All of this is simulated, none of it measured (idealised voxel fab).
Herein follows the process module entitled voxel double patterning.
Displayed cross-section: cut, width of 240 nm, square cells sized 5 nm.
A cross-section is a grid of square cells, given in bands from the top down. A band is one or more rows of cells.
For a band, the entry starts with two heights in nm, that of the top and then that of the bottom, and carries on with the band's materials in order from left to right, each alongside its width in nm; the word "edge to edge" beside a single material means it fills the band edge to edge, and "blank" means empty space.
Heights from 0 (as-received wafer is one material below). Bottom band endless downward, as "0..down".
It should be noted that a width expressed as "30 to 40" varies in equal increments from row to row of cells within the band, taking the value of the first number at the top row and that of the second number at the bottom row.
Given "nothing got changed" for a step, no cell of the cross-section differs between before and after that step.
Closed-off voids of 8+ cells (no open route to the top) go in "Closed void list", written width x height at distance from the left edge, in nm.
Formally, on a step line, whatever follows the settings is a remark that the simulator itself makes on the step.
Steps that use a mask can have "overlay nm" on their line. It says how far the mask sat to the right of where it was meant to be. Negative means to the left.
## Process steps (planned)
1: RECEIVE,material Si
2: CONFORMAL_DEP,material SiN,thk nm 5
3: DIRECTIONAL_DEP,material SiO2,thk nm 10
4: DIRECTIONAL_DEP,material SiCN,thk nm 10
5: PATTERN,tone open,mask id FIRST,material resist,width nm 15,pitch nm 50,thk nm 15,overlay nm 0
6: DIRECTIONAL_ETCH,etch materials SiCN,depth nm 10
7: STRIP,etch materials resist
8: MASKED_ETCH,tone open,mask id SECOND,width nm 15,pitch nm 50,etch materials SiCN,depth nm 10,overlay nm 0
9: DIRECTIONAL_ETCH,etch materials SiO2,depth nm 10
10: STRIP,etch materials SiCN
## As-received state of the wafer in cross-section, equivalent to post-step 1
	0..down  Si edge to edge
	Closed void list: none
## first wafer at the end, as planned
	15..5  SiO2 60 nm  blank 15 nm  SiO2 10 nm  blank 15 nm  SiO2 10 nm  blank 15 nm  SiO2 10 nm  blank 15 nm  SiO2 10 nm  blank 15 nm  SiO2 65 nm
	5..0  SiN edge to edge
	0..down  Si edge to edge
	Closed void list: none
## This is the second of the two wafers, cross-sectioned at the end of the module; it started exactly like the first and was given the same plan, but it was run with one mistake
	15..5  SiO2 60 nm  blank 15 nm  SiO2 20 nm  blank 30 nm  SiO2 20 nm  blank 30 nm  SiO2 65 nm
	5..0  SiN edge to edge
	0..down  Si edge to edge
	Closed void list: none
So what did we get wrong on this run? rather than as planned, step 8 actually ran as MASKED_ETCH,tone open,mask id SECOND,width nm 15,pitch nm 50,etch materials SiCN,depth nm 10,overlay nm 10
At the end, each material covers as many cells on the second wafer as it does on the first, though the cells it covers are elsewhere.
